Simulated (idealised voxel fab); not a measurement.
process module | voxel released beams
cross-section cut | 175 nm wide | cells 5 nm
A cross-section is a grid of square cells, given in bands from the top down. A band is one or more rows of cells.
Each band's line starts with the height of the band's top and of its bottom, in nm. Then come its materials from left to right, each with its width in nm. One material with "throughout" fills the band from edge to edge. "air" is empty space.
Height 0 is the level under which the wafer as received is all one material. The lowest band goes on downwards, as in "0 down".
A width such as "30 to 40" changes by the same amount from each row of cells to the next, from the band's top row to its bottom row.
"no change" after a step means that no cell of the cross-section changed.
closed voids: empty space of 8 cells or more with no open way to the top, each as width x height at its distance from the left edge, in nm
after a step's settings: what the simulator itself notes on the step
overlay nm, on a step with a mask: how far to the right of its planned place the mask lay; to the left if negative
plan
1 op RECEIVE | material Si
2 op CONFORMAL_DEP | material SiN | thk nm 10
3 op DIRECTIONAL_DEP | material SiO2 | thk nm 15
4 op PATTERN | tone open | mask id ANCHOR | material resist | width nm 45 | thk nm 20 | overlay nm 0
5 op DIRECTIONAL_ETCH | etch materials SiO2 | depth nm 15
6 op STRIP | etch materials resist
7 op CONFORMAL_DEP | material W | thk nm 15
8 op MASKED_ETCH | tone cover | mask id BEAM | width nm 110 | etch materials W | depth nm 15 | overlay nm 0
9 op STRIP | etch materials SiO2
first wafer, as planned
as received, after step 1
  0 down: Si throughout
  closed voids: none
after step 2
  10 to 0: SiN throughout
  below 0: unchanged
after step 3
  25 to 10: SiO2 throughout
  below 10: unchanged
after step 4
  45 to 25: resist 35 | air 45 | resist 95
  below 25: unchanged
after step 5
  45 to 25: resist 35 | air 45 | resist 95
  25 to 10: SiO2 35 | air 45 | SiO2 95
  below 10: unchanged
after step 6
  25 to 10: SiO2 35 | air 45 | SiO2 95
  below 10: unchanged
after step 7
  40 to 25: W 50 | air 15 | W 110
  25 to 10: SiO2 35 | W 45 | SiO2 95
  below 10: unchanged
after step 8
  40 to 25: air 30 | W 20 | air 15 | W 75 | air 35
  below 25: unchanged
after step 9
  40 to 25: air 30 | W 20 | air 15 | W 75 | air 35
  25 to 10: air 35 | W 45 | air 95
  below 10: unchanged
second wafer: like start, like plan, one mistake. Through step 6 it matches the first wafer
when step 7 should have ended
  55 to 25: W throughout
  25 to 10: SiO2 35 | W 45 | SiO2 95
  below 10: unchanged
when step 8 should have ended
  55 to 40: air 30 | W 110 | air 35
  below 40: unchanged
when step 9 should have ended: no change
what went wrong: step 7 was run twice
at the end the second wafer has, in cells: 78 more of SiO2 | 114 more of W
